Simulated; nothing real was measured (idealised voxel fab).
You're looking at the process module voxel double patterning.
The cross-section on display is named cut; it measures 255 nm wide, and its cells are 5 nm squares.
Each cross-section below is a grid of square cells, stated as bands in top-down order, with one or more rows of cells making up each band. First you get the band's top height and its bottom height, in nm, and then the materials it's made of, left to right, with each width in nm. If you see a single material with "everywhere", that one covers the band edge to edge. "blank" is empty space. Where do heights start? At 0: under that level the wafer as delivered is made of one material only. And the lowest band has no floor; it just carries on downward, as in "0..down". It should be noted that a width expressed as "30..40" varies in equal increments from row to row of cells within the band, taking the value of the first number at the top row and that of the second number at the bottom row. Step note "nothing different" = no cross-section cell changed. Reported under the label "Unvented voids" are the empty spaces having no open way to the top and comprising 8 cells or more; the notation for each is width x height at distance, in which the distance is measured from the left edge and all three values are in nm. Heads up: the bit after the settings on a step's line is the simulator's remark on that step. What "overlay nm" on a step's line means: if the step has a mask, that mask lay this far to the right of its planned place, or, when the value is negative, to the left.
# Steps planned for the process
- 1: RECEIVE: material Si
- 2: CONFORMAL_DEP: material SiO2, thk nm 10
- 3: DIRECTIONAL_DEP: material W, thk nm 15
- 4: DIRECTIONAL_DEP: material SiCN, thk nm 5
- 5: DIRECTIONAL_DEP: material aC, thk nm 15
- 6: PATTERN: tone open, mask id FIRST, material resist, width nm 15, pitch nm 50, thk nm 30, overlay nm 0
- 7: DIRECTIONAL_ETCH: etch materials aC, depth nm 15
- 8: STRIP: etch materials resist
- 9: DIRECTIONAL_ETCH: etch materials SiCN, depth nm 5
- 10: STRIP: etch materials aC
- 11: PATTERN: tone open, mask id SECOND, material resist, width nm 15, pitch nm 50, thk nm 15, overlay nm 0
- 12: DIRECTIONAL_ETCH: etch materials SiCN, depth nm 5
- 13: STRIP: etch materials resist
- 14: DIRECTIONAL_ETCH: etch materials W, depth nm 15
- 15: STRIP: etch materials SiCN
# Cross-sectional view of the wafer in its as-received condition, corresponding to the state after step 1
  0..down  Si everywhere
  Unvented voids: none
# What the wafer looks like in cross-section after this module, when it starts as shown above and follows the plan above but one mistake is made in running it
  15..0  70 of W | 15 of blank | 10 of W | 15 of blank | 10 of W | 15 of blank | 10 of W | 15 of blank | 10 of W | 15 of blank | 70 of W
  0..down  Si everywhere
  Unvented voids: none
Which mistake was made when the wafer was run? step 2 of the plan did not run at all; it was left out
